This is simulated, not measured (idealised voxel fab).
Presented below is a process module, voxel spacer lines.
Displayed cross-section: cut, width of 280 nm, square cells sized 5 nm.
In this document a cross-section is written as a grid of square cells. It is given as a series of bands, listed from the top down, and a band is one or more rows of cells. For a band, the entry starts with two heights in nm, that of the top and then that of the bottom, and carries on with the band's materials in order from left to right, each alongside its width in nm; the word "everywhere" beside a single material means it fills the band edge to edge, and "blank" means empty space. The level at which height equals 0 is the one under which the wafer, as it arrives, is entirely one material. No lower edge exists for the bottom band, which continues downward and is notated as in "from 0 down". A two-number width, for instance "30->40", indicates that the width is equal to the first number in the top row of the band and to the second number in the bottom row, and that it changes by a constant amount per row of cells. Given "nothing got changed" for a step, no cell of the cross-section differs between before and after that step. "Closed-off voids" specifies each empty space that is not open to the top and that occupies no fewer than 8 cells, using the form width x height at distance, the distance measured from the left edge and all three quantities in nm. Anything after a step's settings on that line? It's the simulator's own note about the step. overlay nm: mask offset rightward from planned place, masked step; negative means leftward offset.
-- The steps planned for the process are as follows
1: RECEIVE: material Si
2: CONFORMAL_DEP: material Al2O3, thk nm 10
3: DIRECTIONAL_DEP: material polySi, thk nm 15
4: DIRECTIONAL_DEP: material aC, thk nm 20
5: PATTERN: tone cover, mask id MANDREL, material resist, width nm 20, pitch nm 60, thk nm 30, overlay nm 0
6: DIRECTIONAL_ETCH: etch materials aC, depth nm 20
7: STRIP: etch materials resist
8: CONFORMAL_DEP: material SiO2, thk nm 10
9: DIRECTIONAL_ETCH: etch materials SiO2, depth nm 10
10: STRIP: etch materials aC
11: DIRECTIONAL_ETCH: etch materials polySi, depth nm 15
12: STRIP: etch materials SiO2
-- Cross-sectional view of the wafer in its as-received condition, corresponding to the state after step 1
- from 0 down  Si everywhere
- Closed-off voids: none
-- Cross-section at module end, one run error; start and plan unchanged from above
- from 30 to 10  aC everywhere
- from 10 to 0  Al2O3 everywhere
- from 0 down  Si everywhere
- Closed-off voids: none
The plan and the run diverged here: swap of plan steps 3 and 4 during execution
